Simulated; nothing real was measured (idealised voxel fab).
Title: Process Module voxel trench capacitor
cross-section cut | 200 nm wide | cells 5 nm
Throughout this document, each cross-section is represented as a grid of square cells and is presented as a sequence of bands enumerated from the top downward, where a band comprises one or more rows of cells.
For a band, the entry starts with two heights in nm, that of the top and then that of the bottom, and carries on with the band's materials in order from left to right, each alongside its width in nm; the word "all across" beside a single material means it fills the band edge to edge, and "empty" means empty space.
Beneath 0, the wafer as received is one material, and that level is where height counting begins. The lowest band goes on downward without a bottom; it is written like "0..down".
The notation "30->40" denotes a width that varies across the rows of cells in the band, beginning at the first number in the top row, finishing at the second number in the bottom row, and changing by an identical amount from each row to the next.
The designation "remained unchanged", where it is given for a processing step, indicates that no cell of the cross-section was altered in the course of that step.
"Cavities, closed" enumerates empty spaces isolated from the top, with no open way to it, that contain at least 8 cells, giving each as width x height at distance from the left edge, all three in nm.
Text after the settings on a step's line: the simulator's own remark on that step.
Each step line may optionally specify "overlay nm", which for a step with a mask gives the rightward distance between the mask's planned place and where it lay, a negative value indicating the leftward direction.

[Process steps (planned)]
step 1: RECEIVE, material Si
step 2: CONFORMAL_DEP, material SiN, thk nm 10
step 3: DIRECTIONAL_DEP, material aC, thk nm 10
step 4: PATTERN, tone open, mask id TRENCH, material resist, width nm 25, pitch nm 45, thk nm 30, overlay nm 0
step 5: DIRECTIONAL_ETCH, etch materials aC, depth nm 10
step 6: STRIP, etch materials resist
step 7: DIRECTIONAL_ETCH, etch materials SiN, depth nm 10
step 8: DIRECTIONAL_ETCH, etch materials Si, depth nm 35
step 9: STRIP, etch materials aC
step 10: CONFORMAL_DEP, material SiO2, thk nm 5
step 11: FILL_DEP, material polySi, thk nm 10
step 12: CMP, height nm 10

[Cross-sectional view of the wafer in its as-received condition, corresponding to the state after step 1]
> 0..down  Si all across
> Cavities, closed: none

[Cross-section taken at module completion on the first of two wafers; processed per the plan]
> 10..0  SiN 20 nm, SiO2 5 nm, polySi 15 nm, SiO2 5 nm, SiN 20 nm, SiO2 5 nm, polySi 15 nm, SiO2 5 nm, SiN 20 nm, SiO2 5 nm, polySi 15 nm, SiO2 5 nm, SiN 20 nm, SiO2 5 nm, polySi 15 nm, SiO2 5 nm, SiN 20 nm
> 0..-30  Si 20 nm, SiO2 5 nm, polySi 15 nm, SiO2 5 nm, Si 20 nm, SiO2 5 nm, polySi 15 nm, SiO2 5 nm, Si 20 nm, SiO2 5 nm, polySi 15 nm, SiO2 5 nm, Si 20 nm, SiO2 5 nm, polySi 15 nm, SiO2 5 nm, Si 20 nm
> -30..-35  Si 20 nm, SiO2 25 nm, Si 20 nm, SiO2 25 nm, Si 20 nm, SiO2 25 nm, Si 20 nm, SiO2 25 nm, Si 20 nm
> -35..down  Si all across
> Cavities, closed: none

[Wafer two, end of module, cross-section. Same start, same plan as wafer one. One mistake in the run]
> 10..0  SiN 15 nm, SiO2 5 nm, polySi 15 nm, SiO2 5 nm, SiN 20 nm, SiO2 5 nm, polySi 15 nm, SiO2 5 nm, SiN 20 nm, SiO2 5 nm, polySi 15 nm, SiO2 5 nm, SiN 20 nm, SiO2 5 nm, polySi 15 nm, SiO2 5 nm, SiN 25 nm
> 0..-30  Si 15 nm, SiO2 5 nm, polySi 15 nm, SiO2 5 nm, Si 20 nm, SiO2 5 nm, polySi 15 nm, SiO2 5 nm, Si 20 nm, SiO2 5 nm, polySi 15 nm, SiO2 5 nm, Si 20 nm, SiO2 5 nm, polySi 15 nm, SiO2 5 nm, Si 25 nm
> -30..-35  Si 15 nm, SiO2 25 nm, Si 20 nm, SiO2 25 nm, Si 20 nm, SiO2 25 nm, Si 20 nm, SiO2 25 nm, Si 25 nm
> -35..down  Si all across
> Cavities, closed: none
Where did the run depart from the plan? step 4 off recipe, ran as PATTERN, tone open, mask id TRENCH, material resist, width nm 25, pitch nm 45, thk nm 30, overlay nm -5
If you tally the cells, the second wafer ends up with the same amount of every material as the first; it's all just sitting in different places.
